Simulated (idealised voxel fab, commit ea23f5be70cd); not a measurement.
The following process module bears the name voxel released beams.
This is section cut - it's 185 nm across, gridded in 5 nm square cells.
Cross-section spec: square-cell grid; bands listed top down; each band is one or more rows.
Heights first: top, then bottom, in nm. Then materials, left to right, each with a width in nm. "everywhere" on a single material: fills the band edge to edge. "blank": empty space.
Heights are expressed relative to 0, this being the level below which the as-received wafer comprises one material exclusively. The lowest band is unbounded in the downward direction and is denoted as in "from 0 down".
The expression "30->40" gives the width at the extremes of the band, the first number at its top row of cells and the second at its bottom row, with the width changing by equal amounts from each row to the next in between.
Given "nothing changed" for a step, no cell of the cross-section differs between before and after that step.
"Trapped voids" enumerates empty spaces isolated from the top, with no open way to it, that contain at least 8 cells, giving each as width x height at distance from the left edge, all three in nm.
after a step's settings: what the simulator itself notes on the step
For masked steps, "overlay nm" on the step line gives how far right of plan the mask actually lay; a minus sign means it lay to the left.

These are the steps we planned for the process
- 1: RECEIVE: material Si
- 2: CONFORMAL_DEP: material SiN, thk nm 5
- 3: DIRECTIONAL_DEP: material SiO2, thk nm 10
- 4: MASKED_ETCH: tone open, mask id ANCHOR, width nm 45, etch materials SiO2, depth nm 10, overlay nm 0
- 5: CONFORMAL_DEP: material TiN, thk nm 15
- 6: DIRECTIONAL_DEP: material aC, thk nm 15
- 7: PATTERN: tone cover, mask id BEAM, material resist, width nm 120, thk nm 30, overlay nm 0
- 8: DIRECTIONAL_ETCH: etch materials aC, depth nm 15
- 9: STRIP: etch materials resist
- 10: DIRECTIONAL_ETCH: etch materials TiN, depth nm 5
- 11: STRIP: etch materials aC
- 12: STRIP: etch materials SiO2
Split variable: depth nm, step 10. Plan value = first wafer. Wafers start alike.

The first of several wafers in cross-section, exactly as it reached us after step 1
* from 0 down | Si everywhere
* Trapped voids: none

Wafer cross-section (first of several) - module end, post step 12 (last step)
* from 30 to 25 | blank 30, then TiN 20, then blank 15, then TiN 85, then blank 35
* from 25 to 20 | TiN 50, then blank 15, then TiN 120
* from 20 to 15 | TiN everywhere
* from 15 to 5 | SiO2 35, then TiN 45, then SiO2 105
* from 5 to 0 | SiN everywhere
* from 0 down | Si everywhere
* Trapped voids: none

Cross-section of the final wafer among several, taken at the end of the module
* from 30 to 20 | blank 30, then TiN 20, then blank 15, then TiN 85, then blank 35
* from 20 to 15 | blank 30, then TiN 120, then blank 35
* from 15 to 5 | blank 35, then TiN 45, then blank 105
* from 5 to 0 | SiN everywhere
* from 0 down | Si everywhere
* Trapped voids: none

Row per wafer, end-of-module: cell gain (+)/loss (-) by material since the wafer came in, then closed voids
depth nm 5 | +37 SiN | +56 SiO2 | +110 TiN | Trapped voids: none
depth nm 10 | +37 SiN | +56 SiO2 | +97 TiN | Trapped voids: none
depth nm 15 | +37 SiN | +84 TiN | Trapped voids: none
depth nm 20 | +37 SiN | +84 TiN | Trapped voids: none
depth nm 25 | +37 SiN | +84 TiN | Trapped voids: none
depth nm 30 | +37 SiN | +84 TiN | Trapped voids: none
